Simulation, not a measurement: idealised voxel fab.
The name of this process module is voxel wiring stack.
The figure presents cross-section cut, which has a width of 280 nm and is divided into square cells with an edge length of 5 nm.
We lay out every cross-section as a grid of square cells and spell it out in bands from the top down, where one band means one or more rows of cells. This entry defines a band. It first specifies the height of the band's top and the height of its bottom in nm, and then specifies the band's materials from left to right, stating each material with its width in nm. The word "all across" identifies a single material that fills the band from edge to edge, while the word "air" identifies empty space. Zero point of the height axis is 0; under it, received wafer = one material. Lowest band: continues down indefinitely, "0 down". You'd read "30->40" like this: the band's top row of cells is as wide as the first number, its bottom row is as wide as the second, and going down, every row changes width by the same amount as the row before did. Step note "stayed the same" = no cross-section cell changed. Entry "Cavities, sealed" = empty spaces >= 8 cells with no open way to the top; each as width x height at distance, distance from left edge, all nm. The remark found on a step's line after its settings is issued by the simulator itself and pertains to that step. overlay nm: for a step with a mask, the amount by which the mask lay right of where it was planned; a negative amount means left of it.
Process steps - plan
| 1 | RECEIVE,material Si |
| 2 | CONFORMAL_DEP,material SiO2,thk nm 10 |
| 3 | CONFORMAL_DEP,material SiN,thk nm 5 |
| 4 | DIRECTIONAL_DEP,material lowk,thk nm 15 |
| 5 | DIRECTIONAL_DEP,material aC,thk nm 10 |
| 6 | PATTERN,tone open,mask id METAL_1,material resist,width nm 25,pitch nm 40,thk nm 30,overlay nm 0 |
| 7 | DIRECTIONAL_ETCH,etch materials aC,depth nm 10 |
| 8 | STRIP,etch materials resist |
| 9 | DIRECTIONAL_ETCH,etch materials lowk,depth nm 15 |
| 10 | DIRECTIONAL_ETCH,etch materials SiN,depth nm 5 |
| 11 | STRIP,etch materials aC |
| 12 | CONFORMAL_DEP,material TiN,thk nm 5 |
| 13 | FILL_DEP,material Cu,thk nm 5 |
| 14 | CMP,height nm 30 |
| 15 | CONFORMAL_DEP,material SiCN,thk nm 5 |
| 16 | DIRECTIONAL_DEP,material lowk,thk nm 20 |
| 17 | DIRECTIONAL_DEP,material aC,thk nm 15 |
| 18 | PATTERN,tone open,mask id PLUG_1,material resist,width nm 15,pitch nm 40,thk nm 35,overlay nm 0 |
| 19 | DIRECTIONAL_ETCH,etch materials aC,depth nm 15 |
| 20 | STRIP,etch materials resist |
| 21 | DIRECTIONAL_ETCH,etch materials lowk,depth nm 20 |
| 22 | DIRECTIONAL_ETCH,etch materials SiCN,depth nm 5 |
| 23 | STRIP,etch materials aC |
| 24 | CONFORMAL_DEP,material TiN,thk nm 5 |
| 25 | FILL_DEP,material Ru,thk nm 5 |
| 26 | CMP,height nm 55 |
| 27 | CONFORMAL_DEP,material SiCN,thk nm 5 |
| 28 | DIRECTIONAL_DEP,material lowk,thk nm 25 |
| 29 | MASKED_ETCH,tone open,mask id METAL_2,width nm 25,pitch nm 40,etch materials lowk,depth nm 25,overlay nm 0 |
| 30 | MASKED_ETCH,tone open,mask id METAL_2,width nm 25,pitch nm 40,etch materials SiCN,depth nm 5,overlay nm 0 |
| 31 | CONFORMAL_DEP,material TiN,thk nm 5 |
| 32 | FILL_DEP,material Cu,thk nm 5 |
| 33 | CMP,height nm 85 |
| 34 | CONFORMAL_DEP,material SiN,thk nm 5 |
First of the two wafers, run per plan
Wafer cross-section on receipt, i.e. after step 1
    0 down | Si all across
    Cavities, sealed: none
Wafer section view after processing step 2
    10 to 0 | SiO2 all across
    Everything under 0 stays put, no change at all.
Wafer section view after processing step 3
    15 to 10 | SiN all across
    Everything under 10 stays put, no change at all.
Wafer section view after processing step 4
    30 to 15 | lowk all across
    Everything under 15 stays put, no change at all.
Wafer section view after processing step 5
    40 to 30 | aC all across
    Everything under 30 stays put, no change at all.
Wafer section view after processing step 6
    70 to 40 | resist 105 nm; air 25 nm; resist 15 nm; air 25 nm; resist 110 nm
    Everything under 40 stays put, no change at all.
Wafer section view after processing step 7
    60 to 40 | resist 105 nm; air 25 nm; resist 15 nm; air 25 nm; resist 110 nm
    40 to 30 | aC 105 nm; air 25 nm; aC 15 nm; air 25 nm; aC 110 nm
    Everything under 30 stays put, no change at all.
Wafer section view after processing step 8
    40 to 30 | aC 105 nm; air 25 nm; aC 15 nm; air 25 nm; aC 110 nm
    Everything under 30 stays put, no change at all.
Wafer section view after processing step 9
    40 to 30 | aC 105 nm; air 25 nm; aC 15 nm; air 25 nm; aC 110 nm
    30 to 15 | lowk 105 nm; air 25 nm; lowk 15 nm; air 25 nm; lowk 110 nm
    Everything under 15 stays put, no change at all.
Wafer section view after processing step 10
    40 to 30 | aC 105 nm; air 25 nm; aC 15 nm; air 25 nm; aC 110 nm
    30 to 15 | lowk 105 nm; air 25 nm; lowk 15 nm; air 25 nm; lowk 110 nm
    15 to 10 | SiN 105 nm; air 25 nm; SiN 15 nm; air 25 nm; SiN 110 nm
    Everything under 10 stays put, no change at all.
Wafer section view after processing step 11
    30 to 15 | lowk 105 nm; air 25 nm; lowk 15 nm; air 25 nm; lowk 110 nm
    Everything under 15 stays put, no change at all.
Wafer section view after processing step 12
    35 to 30 | TiN 110 nm; air 15 nm; TiN 25 nm; air 15 nm; TiN 115 nm
    30 to 15 | lowk 105 nm; TiN 5 nm; air 15 nm; TiN 5 nm; lowk 15 nm; TiN 5 nm; air 15 nm; TiN 5 nm; lowk 110 nm
    15 to 10 | SiN 105 nm; TiN 25 nm; SiN 15 nm; TiN 25 nm; SiN 110 nm
    Everything under 10 stays put, no change at all.
Wafer section view after processing step 13
    40 to 35 | Cu all across
    35 to 30 | TiN 110 nm; Cu 15 nm; TiN 25 nm; Cu 15 nm; TiN 115 nm
    30 to 15 | lowk 105 nm; TiN 5 nm; Cu 15 nm; TiN 5 nm; lowk 15 nm; TiN 5 nm; Cu 15 nm; TiN 5 nm; lowk 110 nm
    Everything under 15 stays put, no change at all.
Wafer section view after processing step 14
    30 to 15 | lowk 105 nm; TiN 5 nm; Cu 15 nm; TiN 5 nm; lowk 15 nm; TiN 5 nm; Cu 15 nm; TiN 5 nm; lowk 110 nm
    Everything under 15 stays put, no change at all.
Wafer section view after processing step 15
    35 to 30 | SiCN all across
    Everything under 30 stays put, no change at all.
Wafer section view after processing step 16
    55 to 35 | lowk all across
    Everything under 35 stays put, no change at all.
Wafer section view after processing step 17
    70 to 55 | aC all across
    Everything under 55 stays put, no change at all.
Wafer section view after processing step 18
    105 to 70 | resist 105 nm; air 15 nm; resist 25 nm; air 15 nm; resist 120 nm
    Everything under 70 stays put, no change at all.
Wafer section view after processing step 19
    90 to 70 | resist 105 nm; air 15 nm; resist 25 nm; air 15 nm; resist 120 nm
    70 to 55 | aC 105 nm; air 15 nm; aC 25 nm; air 15 nm; aC 120 nm
    Everything under 55 stays put, no change at all.
Wafer section view after processing step 20
    70 to 55 | aC 105 nm; air 15 nm; aC 25 nm; air 15 nm; aC 120 nm
    Everything under 55 stays put, no change at all.
Wafer section view after processing step 21
    70 to 55 | aC 105 nm; air 15 nm; aC 25 nm; air 15 nm; aC 120 nm
    55 to 35 | lowk 105 nm; air 15 nm; lowk 25 nm; air 15 nm; lowk 120 nm
    Everything under 35 stays put, no change at all.
Wafer section view after processing step 22
    70 to 55 | aC 105 nm; air 15 nm; aC 25 nm; air 15 nm; aC 120 nm
    55 to 35 | lowk 105 nm; air 15 nm; lowk 25 nm; air 15 nm; lowk 120 nm
    35 to 30 | SiCN 105 nm; air 15 nm; SiCN 25 nm; air 15 nm; SiCN 120 nm
    Everything under 30 stays put, no change at all.
Wafer section view after processing step 23
    55 to 35 | lowk 105 nm; air 15 nm; lowk 25 nm; air 15 nm; lowk 120 nm
    Everything under 35 stays put, no change at all.
Wafer section view after processing step 24
    60 to 55 | TiN 110 nm; air 5 nm; TiN 35 nm; air 5 nm; TiN 125 nm
    55 to 35 | lowk 105 nm; TiN 5 nm; air 5 nm; TiN 5 nm; lowk 25 nm; TiN 5 nm; air 5 nm; TiN 5 nm; lowk 120 nm
    35 to 30 | SiCN 105 nm; TiN 15 nm; SiCN 25 nm; TiN 15 nm; SiCN 120 nm
    Everything under 30 stays put, no change at all.
Wafer section view after processing step 25
    65 to 60 | Ru all across
    60 to 55 | TiN 110 nm; Ru 5 nm; TiN 35 nm; Ru 5 nm; TiN 125 nm
    55 to 35 | lowk 105 nm; TiN 5 nm; Ru 5 nm; TiN 5 nm; lowk 25 nm; TiN 5 nm; Ru 5 nm; TiN 5 nm; lowk 120 nm
    Everything under 35 stays put, no change at all.
Wafer section view after processing step 26
    55 to 35 | lowk 105 nm; TiN 5 nm; Ru 5 nm; TiN 5 nm; lowk 25 nm; TiN 5 nm; Ru 5 nm; TiN 5 nm; lowk 120 nm
    Everything under 35 stays put, no change at all.
Wafer section view after processing step 27
    60 to 55 | SiCN all across
    Everything under 55 stays put, no change at all.
Wafer section view after processing step 28
    85 to 60 | lowk all across
    Everything under 60 stays put, no change at all.
Wafer section view after processing step 29
    85 to 60 | lowk 105 nm; air 25 nm; lowk 15 nm; air 25 nm; lowk 110 nm
    Everything under 60 stays put, no change at all.
Wafer section view after processing step 30
    85 to 60 | lowk 105 nm; air 25 nm; lowk 15 nm; air 25 nm; lowk 110 nm
    60 to 55 | SiCN 105 nm; air 25 nm; SiCN 15 nm; air 25 nm; SiCN 110 nm
    Everything under 55 stays put, no change at all.
Wafer section view after processing step 31
    90 to 85 | TiN 110 nm; air 15 nm; TiN 25 nm; air 15 nm; TiN 115 nm
    85 to 60 | lowk 105 nm; TiN 5 nm; air 15 nm; TiN 5 nm; lowk 15 nm; TiN 5 nm; air 15 nm; TiN 5 nm; lowk 110 nm
    60 to 55 | SiCN 105 nm; TiN 25 nm; SiCN 15 nm; TiN 25 nm; SiCN 110 nm
    Everything under 55 stays put, no change at all.
Wafer section view after processing step 32
    95 to 90 | Cu all across
    90 to 85 | TiN 110 nm; Cu 15 nm; TiN 25 nm; Cu 15 nm; TiN 115 nm
    85 to 60 | lowk 105 nm; TiN 5 nm; Cu 15 nm; TiN 5 nm; lowk 15 nm; TiN 5 nm; Cu 15 nm; TiN 5 nm; lowk 110 nm
    Everything under 60 stays put, no change at all.
Wafer section view after processing step 33
    85 to 60 | lowk 105 nm; TiN 5 nm; Cu 15 nm; TiN 5 nm; lowk 15 nm; TiN 5 nm; Cu 15 nm; TiN 5 nm; lowk 110 nm
    Everything under 60 stays put, no change at all.
Wafer section view after processing step 34
    90 to 85 | SiN all across
    Everything under 85 stays put, no change at all.
Here the second wafer is described. Its start and its plan were those of the first wafer. Its run contained one mistake. Up to and including step 3, it did exactly what the first wafer did
Cross-sectional representation of the second wafer at the time designated in the plan for the completion of step 4
    30 to 10 | SiN all across
    Everything under 10 stays put, no change at all.
Cross-sectional representation of the second wafer at the time designated in the plan for the completion of step 5
    40 to 30 | aC all across
    Everything under 30 stays put, no change at all.
Cross-sectional representation of the second wafer at the time designated in the plan for the completion of step 6
    70 to 40 | resist 105 nm; air 25 nm; resist 15 nm; air 25 nm; resist 110 nm
    Everything under 40 stays put, no change at all.
Cross-sectional representation of the second wafer at the time designated in the plan for the completion of step 7
    60 to 40 | resist 105 nm; air 25 nm; resist 15 nm; air 25 nm; resist 110 nm
    40 to 30 | aC 105 nm; air 25 nm; aC 15 nm; air 25 nm; aC 110 nm
    Everything under 30 stays put, no change at all.
Cross-sectional representation of the second wafer at the time designated in the plan for the completion of step 8
    40 to 30 | aC 105 nm; air 25 nm; aC 15 nm; air 25 nm; aC 110 nm
    Everything under 30 stays put, no change at all.
Cross-sectional representation of the second wafer at the time designated in the plan for the completion of step 9: stayed the same
Cross-sectional representation of the second wafer at the time designated in the plan for the completion of step 10
    40 to 30 | aC 105 nm; air 25 nm; aC 15 nm; air 25 nm; aC 110 nm
    30 to 25 | SiN 105 nm; air 25 nm; SiN 15 nm; air 25 nm; SiN 110 nm
    Everything under 25 stays put, no change at all.
Cross-sectional representation of the second wafer at the time designated in the plan for the completion of step 11
    30 to 25 | SiN 105 nm; air 25 nm; SiN 15 nm; air 25 nm; SiN 110 nm
    Everything under 25 stays put, no change at all.
Cross-sectional representation of the second wafer at the time designated in the plan for the completion of step 12
    35 to 30 | TiN 110 nm; air 15 nm; TiN 25 nm; air 15 nm; TiN 115 nm
    30 to 25 | SiN 105 nm; TiN 25 nm; SiN 15 nm; TiN 25 nm; SiN 110 nm
    Everything under 25 stays put, no change at all.
Cross-sectional representation of the second wafer at the time designated in the plan for the completion of step 13
    40 to 35 | Cu all across
    35 to 30 | TiN 110 nm; Cu 15 nm; TiN 25 nm; Cu 15 nm; TiN 115 nm
    Everything under 30 stays put, no change at all.
Cross-sectional representation of the second wafer at the time designated in the plan for the completion of step 14
    30 to 25 | SiN 105 nm; TiN 25 nm; SiN 15 nm; TiN 25 nm; SiN 110 nm
    Everything under 25 stays put, no change at all.
Cross-sectional representation of the second wafer at the time designated in the plan for the completion of step 15
    35 to 30 | SiCN all across
    Everything under 30 stays put, no change at all.
Cross-sectional representation of the second wafer at the time designated in the plan for the completion of step 16
    55 to 35 | lowk all across
    Everything under 35 stays put, no change at all.
Cross-sectional representation of the second wafer at the time designated in the plan for the completion of step 17
    70 to 55 | aC all across
    Everything under 55 stays put, no change at all.
Cross-sectional representation of the second wafer at the time designated in the plan for the completion of step 18
    105 to 70 | resist 105 nm; air 15 nm; resist 25 nm; air 15 nm; resist 120 nm
    Everything under 70 stays put, no change at all.
Cross-sectional representation of the second wafer at the time designated in the plan for the completion of step 19
    90 to 70 | resist 105 nm; air 15 nm; resist 25 nm; air 15 nm; resist 120 nm
    70 to 55 | aC 105 nm; air 15 nm; aC 25 nm; air 15 nm; aC 120 nm
    Everything under 55 stays put, no change at all.
Cross-sectional representation of the second wafer at the time designated in the plan for the completion of step 20
    70 to 55 | aC 105 nm; air 15 nm; aC 25 nm; air 15 nm; aC 120 nm
    Everything under 55 stays put, no change at all.
Cross-sectional representation of the second wafer at the time designated in the plan for the completion of step 21
    70 to 55 | aC 105 nm; air 15 nm; aC 25 nm; air 15 nm; aC 120 nm
    55 to 35 | lowk 105 nm; air 15 nm; lowk 25 nm; air 15 nm; lowk 120 nm
    Everything under 35 stays put, no change at all.
Cross-sectional representation of the second wafer at the time designated in the plan for the completion of step 22
    70 to 55 | aC 105 nm; air 15 nm; aC 25 nm; air 15 nm; aC 120 nm
    55 to 35 | lowk 105 nm; air 15 nm; lowk 25 nm; air 15 nm; lowk 120 nm
    35 to 30 | SiCN 105 nm; air 15 nm; SiCN 25 nm; air 15 nm; SiCN 120 nm
    Everything under 30 stays put, no change at all.
Cross-sectional representation of the second wafer at the time designated in the plan for the completion of step 23
    55 to 35 | lowk 105 nm; air 15 nm; lowk 25 nm; air 15 nm; lowk 120 nm
    Everything under 35 stays put, no change at all.
Cross-sectional representation of the second wafer at the time designated in the plan for the completion of step 24
    60 to 55 | TiN 110 nm; air 5 nm; TiN 35 nm; air 5 nm; TiN 125 nm
    55 to 35 | lowk 105 nm; TiN 5 nm; air 5 nm; TiN 5 nm; lowk 25 nm; TiN 5 nm; air 5 nm; TiN 5 nm; lowk 120 nm
    35 to 30 | SiCN 105 nm; TiN 15 nm; SiCN 25 nm; TiN 15 nm; SiCN 120 nm
    Everything under 30 stays put, no change at all.
Cross-sectional representation of the second wafer at the time designated in the plan for the completion of step 25
    65 to 60 | Ru all across
    60 to 55 | TiN 110 nm; Ru 5 nm; TiN 35 nm; Ru 5 nm; TiN 125 nm
    55 to 35 | lowk 105 nm; TiN 5 nm; Ru 5 nm; TiN 5 nm; lowk 25 nm; TiN 5 nm; Ru 5 nm; TiN 5 nm; lowk 120 nm
    Everything under 35 stays put, no change at all.
Cross-sectional representation of the second wafer at the time designated in the plan for the completion of step 26
    55 to 35 | lowk 105 nm; TiN 5 nm; Ru 5 nm; TiN 5 nm; lowk 25 nm; TiN 5 nm; Ru 5 nm; TiN 5 nm; lowk 120 nm
    Everything under 35 stays put, no change at all.
Cross-sectional representation of the second wafer at the time designated in the plan for the completion of step 27
    60 to 55 | SiCN all across
    Everything under 55 stays put, no change at all.
Cross-sectional representation of the second wafer at the time designated in the plan for the completion of step 28
    85 to 60 | lowk all across
    Everything under 60 stays put, no change at all.
Cross-sectional representation of the second wafer at the time designated in the plan for the completion of step 29
    85 to 60 | lowk 105 nm; air 25 nm; lowk 15 nm; air 25 nm; lowk 110 nm
    Everything under 60 stays put, no change at all.
Cross-sectional representation of the second wafer at the time designated in the plan for the completion of step 30
    85 to 60 | lowk 105 nm; air 25 nm; lowk 15 nm; air 25 nm; lowk 110 nm
    60 to 55 | SiCN 105 nm; air 25 nm; SiCN 15 nm; air 25 nm; SiCN 110 nm
    Everything under 55 stays put, no change at all.
Cross-sectional representation of the second wafer at the time designated in the plan for the completion of step 31
    90 to 85 | TiN 110 nm; air 15 nm; TiN 25 nm; air 15 nm; TiN 115 nm
    85 to 60 | lowk 105 nm; TiN 5 nm; air 15 nm; TiN 5 nm; lowk 15 nm; TiN 5 nm; air 15 nm; TiN 5 nm; lowk 110 nm
    60 to 55 | SiCN 105 nm; TiN 25 nm; SiCN 15 nm; TiN 25 nm; SiCN 110 nm
    Everything under 55 stays put, no change at all.
Cross-sectional representation of the second wafer at the time designated in the plan for the completion of step 32
    95 to 90 | Cu all across
    90 to 85 | TiN 110 nm; Cu 15 nm; TiN 25 nm; Cu 15 nm; TiN 115 nm
    85 to 60 | lowk 105 nm; TiN 5 nm; Cu 15 nm; TiN 5 nm; lowk 15 nm; TiN 5 nm; Cu 15 nm; TiN 5 nm; lowk 110 nm
    Everything under 60 stays put, no change at all.
Cross-sectional representation of the second wafer at the time designated in the plan for the completion of step 33
    85 to 60 | lowk 105 nm; TiN 5 nm; Cu 15 nm; TiN 5 nm; lowk 15 nm; TiN 5 nm; Cu 15 nm; TiN 5 nm; lowk 110 nm
    Everything under 60 stays put, no change at all.
Cross-sectional representation of the second wafer at the time designated in the plan for the completion of step 34
    90 to 85 | SiN all across
    Everything under 85 stays put, no change at all.
Nonconformance to the process plan: step 4 did not use the planned setting and instead ran as DIRECTIONAL_DEP,material SiN,thk nm 15
Cell-count delta at end, second wafer over first, by material: Cu -18; SiN +168; TiN -12; lowk -138
